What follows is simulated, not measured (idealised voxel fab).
A process module follows: voxel released beams.
cross-section cut | 280 nm wide | cells 5 nm
When this document writes out a cross-section, it uses a grid of square cells and lists it as bands, beginning at the top and moving down, with a band standing for one or more rows of cells.
Top height, bottom height, nm. Materials left to right, width each, nm. Single material + "everywhere" = fills band edge to edge. "air" = empty.
Height is counted from the level 0, under which the received wafer is composed throughout of one material. The lowest of the bands is not closed at the bottom but continues downward, in the notation "from 0 down".
Width "30..40": first value at the band's top row of cells, second value at its bottom row, equal change from row to row.
It should be understood that the words "no change", when stated for a given step, signify that the cross-section underwent no change in any of its cells during that step.
In "Voids, enclosed" the enclosed voids are listed, meaning empty spaces of 8 cells or larger without any opening to the top. The form is width x height at distance, distance from the left edge, units nm.
Where a step's line continues beyond its settings, the continuation is a remark by the simulator itself on that step.
overlay nm: mask right of planned place by this much (step with mask). Neg. = left.
Here's what the planned process steps look like
- 1: RECEIVE [material Si]
- 2: CONFORMAL_DEP [material SiN] [thk nm 5]
- 3: DIRECTIONAL_DEP [material SiO2] [thk nm 20]
- 4: PATTERN [tone open] [mask id ANCHOR] [material resist] [width nm 30] [thk nm 15] [overlay nm 0]
- 5: DIRECTIONAL_ETCH [etch materials SiO2] [depth nm 20]
- 6: STRIP [etch materials resist]
- 7: CONFORMAL_DEP [material TiN] [thk nm 10]
- 8: DIRECTIONAL_DEP [material aC] [thk nm 10]
- 9: PATTERN [tone cover] [mask id BEAM] [material resist] [width nm 105] [thk nm 30] [overlay nm 0]
- 10: DIRECTIONAL_ETCH [etch materials aC] [depth nm 10]
- 11: STRIP [etch materials resist]
- 12: DIRECTIONAL_ETCH [etch materials TiN] [depth nm 10]
- 13: STRIP [etch materials aC]
- 14: STRIP [etch materials SiO2]
Incoming wafer, cross-sectional view, post step 1
    from 0 down = Si everywhere
    Voids, enclosed: none
Final wafer profile in cross-section after the module, from the same start and plan as above, with one mistake made during processing
    from 35 to 25 = air 85 / TiN 105 / air 90
    from 25 to 5 = air 95 / TiN 20 / air 165
    from 5 to 0 = SiN everywhere
    from 0 down = Si everywhere
    Voids, enclosed: none
The plan and the run diverged here: off-plan run, step 4, actual operation and settings PATTERN [tone open] [mask id ANCHOR] [material resist] [width nm 20] [thk nm 15] [overlay nm 0]
